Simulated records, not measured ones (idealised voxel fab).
Herein follows the process module entitled voxel quadruple lines.
This is section cut - it's 215 nm across, gridded in 5 nm square cells.
Cross-section layout: square cells on a grid; listed as bands, top to bottom; a band spans one or more cell rows. Top, bottom (nm), then materials left to right with widths (nm); lone material tagged "edge to edge" fills the whole band edge to edge; "empty" = empty space. A quick word on heights: they are counted from 0, and under that level the wafer as it came to us is one material throughout. The lowest band is different from the rest in having no bottom; it simply continues downward, written as in "0 nm and below". A width given as "30->40" starts at the first number in the band's top row and ends at the second number in its bottom row, shifting by an equal amount at every step from row to row. Step note "nothing changed" = no cross-section cell changed. Closed empty spaces (no open way to the top) of 8 cells or more are what "Closed internal voids" lists, each as width x height at distance from the left edge, nm for all three. Text after the settings on a step's line: the simulator's own remark on that step. What "overlay nm" on a step's line means: if the step has a mask, that mask lay this far to the right of its planned place, or, when the value is negative, to the left.
The following list gives the planned process steps
step 1: RECEIVE: material Si
step 2: CONFORMAL_DEP: material SiO2, thk nm 5
step 3: DIRECTIONAL_DEP: material TiN, thk nm 15
step 4: DIRECTIONAL_DEP: material polySi, thk nm 15
step 5: DIRECTIONAL_DEP: material aC, thk nm 25
step 6: PATTERN: tone cover, mask id MANDREL, material resist, width nm 35, thk nm 35, overlay nm 0
step 7: DIRECTIONAL_ETCH: etch materials aC, depth nm 25
step 8: STRIP: etch materials resist
step 9: CONFORMAL_DEP: material SiO2, thk nm 15
step 10: DIRECTIONAL_ETCH: etch materials SiO2, depth nm 15
step 11: STRIP: etch materials aC
step 12: DIRECTIONAL_ETCH: etch materials polySi, depth nm 15
step 13: STRIP: etch materials SiO2
step 14: CONFORMAL_DEP: material SiCN, thk nm 10
step 15: DIRECTIONAL_ETCH: etch materials SiCN, depth nm 10
step 16: STRIP: etch materials polySi
step 17: DIRECTIONAL_ETCH: etch materials TiN, depth nm 15
step 18: STRIP: etch materials SiCN
step 19: FILL_DEP: material lowk, thk nm 10
step 20: CMP: height nm 20
First of the two wafers, run per plan
Shown in cross-section is the wafer as received, that is, as it stands after step 1
* 0 nm and below | Si edge to edge
* Closed internal voids: none
Upon completion of step 2, the wafer appears in cross-section as shown
* 5 nm to 0 nm | SiO2 edge to edge
* All layers under 0 are left as they were.
Upon completion of step 3, the wafer appears in cross-section as shown
* 20 nm to 5 nm | TiN edge to edge
* All layers under 5 are left as they were.
Upon completion of step 4, the wafer appears in cross-section as shown
* 35 nm to 20 nm | polySi edge to edge
* All layers under 20 are left as they were.
Upon completion of step 5, the wafer appears in cross-section as shown
* 60 nm to 35 nm | aC edge to edge
* All layers under 35 are left as they were.
Upon completion of step 6, the wafer appears in cross-section as shown
* 95 nm to 60 nm | empty 90 nm, resist 35 nm, empty 90 nm
* All layers under 60 are left as they were.
Upon completion of step 7, the wafer appears in cross-section as shown
* 70 nm to 60 nm | empty 90 nm, resist 35 nm, empty 90 nm
* 60 nm to 35 nm | empty 90 nm, aC 35 nm, empty 90 nm
* All layers under 35 are left as they were.
Upon completion of step 8, the wafer appears in cross-section as shown
* 60 nm to 35 nm | empty 90 nm, aC 35 nm, empty 90 nm
* All layers under 35 are left as they were.
Upon completion of step 9, the wafer appears in cross-section as shown
* 75 nm to 60 nm | empty 75 nm, SiO2 65 nm, empty 75 nm
* 60 nm to 50 nm | empty 75 nm, SiO2 15 nm, aC 35 nm, SiO2 15 nm, empty 75 nm
* 50 nm to 35 nm | SiO2 90 nm, aC 35 nm, SiO2 90 nm
* All layers under 35 are left as they were.
Upon completion of step 10, the wafer appears in cross-section as shown
* 60 nm to 35 nm | empty 75 nm, SiO2 15 nm, aC 35 nm, SiO2 15 nm, empty 75 nm
* All layers under 35 are left as they were.
Upon completion of step 11, the wafer appears in cross-section as shown
* 60 nm to 35 nm | empty 75 nm, SiO2 15 nm, empty 35 nm, SiO2 15 nm, empty 75 nm
* All layers under 35 are left as they were.
Upon completion of step 12, the wafer appears in cross-section as shown
* 60 nm to 35 nm | empty 75 nm, SiO2 15 nm, empty 35 nm, SiO2 15 nm, empty 75 nm
* 35 nm to 20 nm | empty 75 nm, polySi 15 nm, empty 35 nm, polySi 15 nm, empty 75 nm
* All layers under 20 are left as they were.
Upon completion of step 13, the wafer appears in cross-section as shown
* 35 nm to 20 nm | empty 75 nm, polySi 15 nm, empty 35 nm, polySi 15 nm, empty 75 nm
* All layers under 20 are left as they were.
Upon completion of step 14, the wafer appears in cross-section as shown
* 45 nm to 35 nm | empty 65 nm, SiCN 35 nm, empty 15 nm, SiCN 35 nm, empty 65 nm
* 35 nm to 30 nm | empty 65 nm, SiCN 10 nm, polySi 15 nm, SiCN 10 nm, empty 15 nm, SiCN 10 nm, polySi 15 nm, SiCN 10 nm, empty 65 nm
* 30 nm to 20 nm | SiCN 75 nm, polySi 15 nm, SiCN 35 nm, polySi 15 nm, SiCN 75 nm
* All layers under 20 are left as they were.
Upon completion of step 15, the wafer appears in cross-section as shown
* 35 nm to 20 nm | empty 65 nm, SiCN 10 nm, polySi 15 nm, SiCN 10 nm, empty 15 nm, SiCN 10 nm, polySi 15 nm, SiCN 10 nm, empty 65 nm
* All layers under 20 are left as they were.
Upon completion of step 16, the wafer appears in cross-section as shown
* 35 nm to 20 nm | empty 65 nm, SiCN 10 nm, empty 15 nm, SiCN 10 nm, empty 15 nm, SiCN 10 nm, empty 15 nm, SiCN 10 nm, empty 65 nm
* All layers under 20 are left as they were.
Upon completion of step 17, the wafer appears in cross-section as shown
* 35 nm to 20 nm | empty 65 nm, SiCN 10 nm, empty 15 nm, SiCN 10 nm, empty 15 nm, SiCN 10 nm, empty 15 nm, SiCN 10 nm, empty 65 nm
* 20 nm to 5 nm | empty 65 nm, TiN 10 nm, empty 15 nm, TiN 10 nm, empty 15 nm, TiN 10 nm, empty 15 nm, TiN 10 nm, empty 65 nm
* All layers under 5 are left as they were.
Upon completion of step 18, the wafer appears in cross-section as shown
* 20 nm to 5 nm | empty 65 nm, TiN 10 nm, empty 15 nm, TiN 10 nm, empty 15 nm, TiN 10 nm, empty 15 nm, TiN 10 nm, empty 65 nm
* All layers under 5 are left as they were.
Upon completion of step 19, the wafer appears in cross-section as shown
* 30 nm to 20 nm | lowk edge to edge
* 20 nm to 5 nm | lowk 65 nm, TiN 10 nm, lowk 15 nm, TiN 10 nm, lowk 15 nm, TiN 10 nm, lowk 15 nm, TiN 10 nm, lowk 65 nm
* All layers under 5 are left as they were.
Upon completion of step 20, the wafer appears in cross-section as shown
* 20 nm to 5 nm | lowk 65 nm, TiN 10 nm, lowk 15 nm, TiN 10 nm, lowk 15 nm, TiN 10 nm, lowk 15 nm, TiN 10 nm, lowk 65 nm
* All layers under 5 are left as they were.
Okay, second wafer. Nothing different at the start, nothing different in the plan, just one mistake somewhere in the running. As far as step 2, counting that step, it's the first wafer all over again
Look at the second wafer in cross-section at the time step 3 ought to have finished
* 20 nm to 5 nm | polySi edge to edge
* All layers under 5 are left as they were.
Look at the second wafer in cross-section at the time step 4 ought to have finished
* 35 nm to 20 nm | TiN edge to edge
* All layers under 20 are left as they were.
Look at the second wafer in cross-section at the time step 5 ought to have finished
* 60 nm to 35 nm | aC edge to edge
* All layers under 35 are left as they were.
Look at the second wafer in cross-section at the time step 6 ought to have finished
* 95 nm to 60 nm | empty 90 nm, resist 35 nm, empty 90 nm
* All layers under 60 are left as they were.
Look at the second wafer in cross-section at the time step 7 ought to have finished
* 70 nm to 60 nm | empty 90 nm, resist 35 nm, empty 90 nm
* 60 nm to 35 nm | empty 90 nm, aC 35 nm, empty 90 nm
* All layers under 35 are left as they were.
Look at the second wafer in cross-section at the time step 8 ought to have finished
* 60 nm to 35 nm | empty 90 nm, aC 35 nm, empty 90 nm
* All layers under 35 are left as they were.
Look at the second wafer in cross-section at the time step 9 ought to have finished
* 75 nm to 60 nm | empty 75 nm, SiO2 65 nm, empty 75 nm
* 60 nm to 50 nm | empty 75 nm, SiO2 15 nm, aC 35 nm, SiO2 15 nm, empty 75 nm
* 50 nm to 35 nm | SiO2 90 nm, aC 35 nm, SiO2 90 nm
* All layers under 35 are left as they were.
Look at the second wafer in cross-section at the time step 10 ought to have finished
* 60 nm to 35 nm | empty 75 nm, SiO2 15 nm, aC 35 nm, SiO2 15 nm, empty 75 nm
* All layers under 35 are left as they were.
Look at the second wafer in cross-section at the time step 11 ought to have finished
* 60 nm to 35 nm | empty 75 nm, SiO2 15 nm, empty 35 nm, SiO2 15 nm, empty 75 nm
* All layers under 35 are left as they were.
Look at the second wafer in cross-section at the time step 12 ought to have finished: nothing changed
Look at the second wafer in cross-section at the time step 13 ought to have finished
* 35 nm to 20 nm | TiN edge to edge
* All layers under 20 are left as they were.
Look at the second wafer in cross-section at the time step 14 ought to have finished
* 45 nm to 35 nm | SiCN edge to edge
* All layers under 35 are left as they were.
Look at the second wafer in cross-section at the time step 15 ought to have finished
* 35 nm to 20 nm | TiN edge to edge
* All layers under 20 are left as they were.
Look at the second wafer in cross-section at the time step 16 ought to have finished: nothing changed
Look at the second wafer in cross-section at the time step 17 ought to have finished
* 20 nm to 5 nm | polySi edge to edge
* All layers under 5 are left as they were.
Look at the second wafer in cross-section at the time step 18 ought to have finished: nothing changed
Look at the second wafer in cross-section at the time step 19 ought to have finished
* 30 nm to 20 nm | lowk edge to edge
* All layers under 20 are left as they were.
Look at the second wafer in cross-section at the time step 20 ought to have finished
* 20 nm to 5 nm | polySi edge to edge
* All layers under 5 are left as they were.
Plan not followed: steps 3 and 4 got flipped, so each one ran where the other should have
Materials where the second wafer ends with more or fewer cells than the first: 24 fewer of TiN; 105 fewer of lowk; 129 more of polySi
